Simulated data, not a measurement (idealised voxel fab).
Module name: voxel air gaps (process module)
Shown is cross-section cut, with a width of 175 nm and square cells of size 5 nm.
Each cross-section below is a grid of square cells, stated as bands in top-down order, with one or more rows of cells making up each band. The entry gives the band's vertical extent as a top height and a bottom height in nm, then its horizontal make-up as materials from left to right, each with a width in nm. "blank" stands for empty space; a single material marked "full width" fills the band edge to edge. Height is counted from the level 0, under which the received wafer is composed throughout of one material. The lowest of the bands is not closed at the bottom but continues downward, in the notation "z 0 and below". Note: "30 to 40" means the width goes from the first number (top row of the band) to the second number (bottom row) in equal steps per row of cells. Step note "no change" = no cross-section cell changed. Look at "Trapped void list" for the closed voids: empty spaces with no open path to the top, sized 8 cells or up. Each is width x height at distance, distance from the left edge, all nm. Anything after a step's settings on that line? It's the simulator's own note about the step. A step's line can hold "overlay nm"; with a mask on that step, the setting says how far right of the planned place the mask lay, while a negative setting says it lay to the left.

The planned process steps are enumerated hereunder
1. RECEIVE,material Si
2. CONFORMAL_DEP,material SiO2,thk nm 15
3. CONFORMAL_DEP,material SiCN,thk nm 5
4. DIRECTIONAL_DEP,material SiO2,thk nm 30
5. DIRECTIONAL_DEP,material aC,thk nm 15
6. PATTERN,tone open,mask id LINES,material resist,width nm 25,pitch nm 50,thk nm 35,overlay nm 0
7. DIRECTIONAL_ETCH,etch materials aC,depth nm 15
8. STRIP,etch materials resist
9. DIRECTIONAL_ETCH,etch materials SiO2,depth nm 30
10. STRIP,etch materials aC
11. CONFORMAL_DEP,material TiN,thk nm 5
12. FILL_DEP,material Cu,thk nm 10
13. CMP,height nm 50
14. EPI,material Ru,thk nm 10
15. SELECTIVE_ETCH,etch materials SiO2,depth nm 40
16. CONFORMAL_DEP,material SiCN,thk nm 5

First wafer out of two, processed as planned

So this is the incoming wafer in cross-section - it's already been through step 1
	z 0 and below = Si full width
	Trapped void list: none

So this is the wafer cross-section right after step 2
	z 15 to 0 = SiO2 full width
	below 0: unchanged

So this is the wafer cross-section right after step 3
	z 20 to 15 = SiCN full width
	below 15: unchanged

So this is the wafer cross-section right after step 4
	z 50 to 20 = SiO2 full width
	below 20: unchanged

So this is the wafer cross-section right after step 5
	z 65 to 50 = aC full width
	below 50: unchanged

So this is the wafer cross-section right after step 6
	z 100 to 65 = resist: 25, then blank: 25, then resist: 25, then blank: 25, then resist: 25, then blank: 25, then resist: 25
	below 65: unchanged

So this is the wafer cross-section right after step 7
	z 85 to 65 = resist: 25, then blank: 25, then resist: 25, then blank: 25, then resist: 25, then blank: 25, then resist: 25
	z 65 to 50 = aC: 25, then blank: 25, then aC: 25, then blank: 25, then aC: 25, then blank: 25, then aC: 25
	below 50: unchanged

So this is the wafer cross-section right after step 8
	z 65 to 50 = aC: 25, then blank: 25, then aC: 25, then blank: 25, then aC: 25, then blank: 25, then aC: 25
	below 50: unchanged

So this is the wafer cross-section right after step 9
	z 65 to 50 = aC: 25, then blank: 25, then aC: 25, then blank: 25, then aC: 25, then blank: 25, then aC: 25
	z 50 to 20 = SiO2: 25, then blank: 25, then SiO2: 25, then blank: 25, then SiO2: 25, then blank: 25, then SiO2: 25
	below 20: unchanged

So this is the wafer cross-section right after step 10
	z 50 to 20 = SiO2: 25, then blank: 25, then SiO2: 25, then blank: 25, then SiO2: 25, then blank: 25, then SiO2: 25
	below 20: unchanged

So this is the wafer cross-section right after step 11
	z 55 to 50 = TiN: 30, then blank: 15, then TiN: 35, then blank: 15, then TiN: 35, then blank: 15, then TiN: 30
	z 50 to 25 = SiO2: 25, then TiN: 5, then blank: 15, then TiN: 5, then SiO2: 25, then TiN: 5, then blank: 15, then TiN: 5, then SiO2: 25, then TiN: 5, then blank: 15, then TiN: 5, then SiO2: 25
	z 25 to 20 = SiO2: 25, then TiN: 25, then SiO2: 25, then TiN: 25, then SiO2: 25, then TiN: 25, then SiO2: 25
	below 20: unchanged

So this is the wafer cross-section right after step 12
	z 65 to 55 = Cu full width
	z 55 to 50 = TiN: 30, then Cu: 15, then TiN: 35, then Cu: 15, then TiN: 35, then Cu: 15, then TiN: 30
	z 50 to 25 = SiO2: 25, then TiN: 5, then Cu: 15, then TiN: 5, then SiO2: 25, then TiN: 5, then Cu: 15, then TiN: 5, then SiO2: 25, then TiN: 5, then Cu: 15, then TiN: 5, then SiO2: 25
	below 25: unchanged

So this is the wafer cross-section right after step 13
	z 50 to 25 = SiO2: 25, then TiN: 5, then Cu: 15, then TiN: 5, then SiO2: 25, then TiN: 5, then Cu: 15, then TiN: 5, then SiO2: 25, then TiN: 5, then Cu: 15, then TiN: 5, then SiO2: 25
	below 25: unchanged

So this is the wafer cross-section right after step 14
	z 60 to 50 = blank: 15, then Ru: 45, then blank: 5, then Ru: 45, then blank: 5, then Ru: 45, then blank: 15
	below 50: unchanged

So this is the wafer cross-section right after step 15
	z 60 to 50 = blank: 15, then Ru: 45, then blank: 5, then Ru: 45, then blank: 5, then Ru: 45, then blank: 15
	z 50 to 25 = blank: 25, then TiN: 5, then Cu: 15, then TiN: 5, then blank: 25, then TiN: 5, then Cu: 15, then TiN: 5, then blank: 25, then TiN: 5, then Cu: 15, then TiN: 5, then blank: 25
	z 25 to 20 = blank: 25, then TiN: 25, then blank: 25, then TiN: 25, then blank: 25, then TiN: 25, then blank: 25
	below 20: unchanged

So this is the wafer cross-section right after step 16
	z 65 to 60 = blank: 10, then SiCN: 155, then blank: 10
	z 60 to 50 = blank: 10, then SiCN: 5, then Ru: 45, then SiCN: 5, then Ru: 45, then SiCN: 5, then Ru: 45, then SiCN: 5, then blank: 10
	z 50 to 45 = blank: 10, then SiCN: 15, then TiN: 5, then Cu: 15, then TiN: 5, then SiCN: 25, then TiN: 5, then Cu: 15, then TiN: 5, then SiCN: 25, then TiN: 5, then Cu: 15, then TiN: 5, then SiCN: 15, then blank: 10
	z 45 to 25 = blank: 20, then SiCN: 5, then TiN: 5, then Cu: 15, then TiN: 5, then SiCN: 5, then blank: 15, then SiCN: 5, then TiN: 5, then Cu: 15, then TiN: 5, then SiCN: 5, then blank: 15, then SiCN: 5, then TiN: 5, then Cu: 15, then TiN: 5, then SiCN: 5, then blank: 20
	z 25 to 20 = SiCN: 25, then TiN: 25, then SiCN: 25, then TiN: 25, then SiCN: 25, then TiN: 25, then SiCN: 25
	below 20: unchanged
	Trapped void list: 15 x 20 at 55; 15 x 20 at 105

Second wafer - shared start and plan with the first - one error in running - same as the first up to step 5 inclusive

Cross-section of the second wafer at the time by which step 6 should have been completed according to the plan
	z 100 to 65 = resist: 25, then blank: 30, then resist: 20, then blank: 30, then resist: 20, then blank: 30, then resist: 20
	below 65: unchanged

Cross-section of the second wafer at the time by which step 7 should have been completed according to the plan
	z 85 to 65 = resist: 25, then blank: 30, then resist: 20, then blank: 30, then resist: 20, then blank: 30, then resist: 20
	z 65 to 50 = aC: 25, then blank: 30, then aC: 20, then blank: 30, then aC: 20, then blank: 30, then aC: 20
	below 50: unchanged

Cross-section of the second wafer at the time by which step 8 should have been completed according to the plan
	z 65 to 50 = aC: 25, then blank: 30, then aC: 20, then blank: 30, then aC: 20, then blank: 30, then aC: 20
	below 50: unchanged

Cross-section of the second wafer at the time by which step 9 should have been completed according to the plan
	z 65 to 50 = aC: 25, then blank: 30, then aC: 20, then blank: 30, then aC: 20, then blank: 30, then aC: 20
	z 50 to 20 = SiO2: 25, then blank: 30, then SiO2: 20, then blank: 30, then SiO2: 20, then blank: 30, then SiO2: 20
	below 20: unchanged

Cross-section of the second wafer at the time by which step 10 should have been completed according to the plan
	z 50 to 20 = SiO2: 25, then blank: 30, then SiO2: 20, then blank: 30, then SiO2: 20, then blank: 30, then SiO2: 20
	below 20: unchanged

Cross-section of the second wafer at the time by which step 11 should have been completed according to the plan
	z 55 to 50 = TiN: 30, then blank: 20, then TiN: 30, then blank: 20, then TiN: 30, then blank: 20, then TiN: 25
	z 50 to 25 = SiO2: 25, then TiN: 5, then blank: 20, then TiN: 5, then SiO2: 20, then TiN: 5, then blank: 20, then TiN: 5, then SiO2: 20, then TiN: 5, then blank: 20, then TiN: 5, then SiO2: 20
	z 25 to 20 = SiO2: 25, then TiN: 30, then SiO2: 20, then TiN: 30, then SiO2: 20, then TiN: 30, then SiO2: 20
	below 20: unchanged

Cross-section of the second wafer at the time by which step 12 should have been completed according to the plan
	z 65 to 55 = Cu full width
	z 55 to 50 = TiN: 30, then Cu: 20, then TiN: 30, then Cu: 20, then TiN: 30, then Cu: 20, then TiN: 25
	z 50 to 25 = SiO2: 25, then TiN: 5, then Cu: 20, then TiN: 5, then SiO2: 20, then TiN: 5, then Cu: 20, then TiN: 5, then SiO2: 20, then TiN: 5, then Cu: 20, then TiN: 5, then SiO2: 20
	below 25: unchanged

Cross-section of the second wafer at the time by which step 13 should have been completed according to the plan
	z 50 to 25 = SiO2: 25, then TiN: 5, then Cu: 20, then TiN: 5, then SiO2: 20, then TiN: 5, then Cu: 20, then TiN: 5, then SiO2: 20, then TiN: 5, then Cu: 20, then TiN: 5, then SiO2: 20
	below 25: unchanged

Cross-section of the second wafer at the time by which step 14 should have been completed according to the plan
	z 60 to 50 = blank: 15, then Ru: 150, then blank: 10
	below 50: unchanged

Cross-section of the second wafer at the time by which step 15 should have been completed according to the plan
	z 60 to 50 = blank: 15, then Ru: 150, then blank: 10
	z 50 to 25 = blank: 25, then TiN: 5, then Cu: 20, then TiN: 5, then SiO2: 20, then TiN: 5, then Cu: 20, then TiN: 5, then SiO2: 20, then TiN: 5, then Cu: 20, then TiN: 5, then blank: 20
	z 25 to 20 = blank: 25, then TiN: 30, then SiO2: 20, then TiN: 30, then SiO2: 20, then TiN: 30, then blank: 20
	below 20: unchanged

Cross-section of the second wafer at the time by which step 16 should have been completed according to the plan
	z 65 to 60 = blank: 10, then SiCN: 160, then blank: 5
	z 60 to 50 = blank: 10, then SiCN: 5, then Ru: 150, then SiCN: 5, then blank: 5
	z 50 to 45 = blank: 10, then SiCN: 15, then TiN: 5, then Cu: 20, then TiN: 5, then SiO2: 20, then TiN: 5, then Cu: 20, then TiN: 5, then SiO2: 20, then TiN: 5, then Cu: 20, then TiN: 5, then SiCN: 15, then blank: 5
	z 45 to 25 = blank: 20, then SiCN: 5, then TiN: 5, then Cu: 20, then TiN: 5, then SiO2: 20, then TiN: 5, then Cu: 20, then TiN: 5, then SiO2: 20, then TiN: 5, then Cu: 20, then TiN: 5, then SiCN: 5, then blank: 15
	z 25 to 20 = SiCN: 25, then TiN: 30, then SiO2: 20, then TiN: 30, then SiO2: 20, then TiN: 30, then SiCN: 20
	below 20: unchanged
Nonconformance to the process plan: planned and actual differ for step 6; actual: PATTERN,tone open,mask id LINES,material resist,width nm 30,pitch nm 50,thk nm 35,overlay nm 0
Once processing is complete, comparing cell counts shows that the second wafer has more or fewer of certain materials than the first: +15 Cu | +6 Ru | -40 SiCN | +48 SiO2 | +3 TiN
On completion, 0 closed voids are found in the second wafer, whereas the first wafer has 2.
